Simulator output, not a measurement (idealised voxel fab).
process module | voxel quadruple lines
cross-section cut | 225 nm wide | cells 5 nm
A cross-section is a grid of square cells, given in bands from the top down. A band is one or more rows of cells.
Each band's line starts with the height of the band's top and of its bottom, in nm. Then come its materials from left to right, each with its width in nm. One material with "throughout" fills the band from edge to edge. "air" is empty space.
Height 0 is the level under which the wafer as received is all one material. The lowest band goes on downwards, as in "0 down".
A width such as "30 to 40" changes by the same amount from each row of cells to the next, from the band's top row to its bottom row.
"no change" after a step means that no cell of the cross-section changed.
closed voids: empty space of 8 cells or more with no open way to the top, each as width x height at its distance from the left edge, in nm
after a step's settings: what the simulator itself notes on the step
overlay nm, on a step with a mask: how far to the right of its planned place the mask lay; to the left if negative
plan
1 op RECEIVE | material Si
2 op CONFORMAL_DEP | material SiO2 | thk nm 5
3 op DIRECTIONAL_DEP | material W | thk nm 10
4 op DIRECTIONAL_DEP | material polySi | thk nm 15
5 op DIRECTIONAL_DEP | material aC | thk nm 20
6 op PATTERN | tone cover | mask id MANDREL | material resist | width nm 20 | thk nm 30 | overlay nm 0
7 op DIRECTIONAL_ETCH | etch materials aC | depth nm 20
8 op STRIP | etch materials resist
9 op CONFORMAL_DEP | material SiO2 | thk nm 10
10 op DIRECTIONAL_ETCH | etch materials SiO2 | depth nm 10
11 op STRIP | etch materials aC
12 op DIRECTIONAL_ETCH | etch materials polySi | depth nm 15
13 op STRIP | etch materials SiO2
14 op CONFORMAL_DEP | material SiCN | thk nm 5
15 op DIRECTIONAL_ETCH | etch materials SiCN | depth nm 5
16 op STRIP | etch materials polySi
17 op DIRECTIONAL_ETCH | etch materials W | depth nm 10
18 op STRIP | etch materials SiCN
19 op FILL_DEP | material SiO2 | thk nm 10
20 op CMP | height nm 15
as received, after step 1
  0 down: Si throughout
  closed voids: none
a wafer at the end: this start, this plan, one mistake
  15 to 5: SiO2 80 | W 5 | SiO2 10 | W 5 | SiO2 20 | W 5 | SiO2 10 | W 5 | SiO2 85
  5 to 0: SiO2 throughout
  0 down: Si throughout
  closed voids: none
what went wrong: step 6 ran as: op PATTERN | tone cover | mask id MANDREL | material resist | width nm 30 | thk nm 30 | overlay nm 0
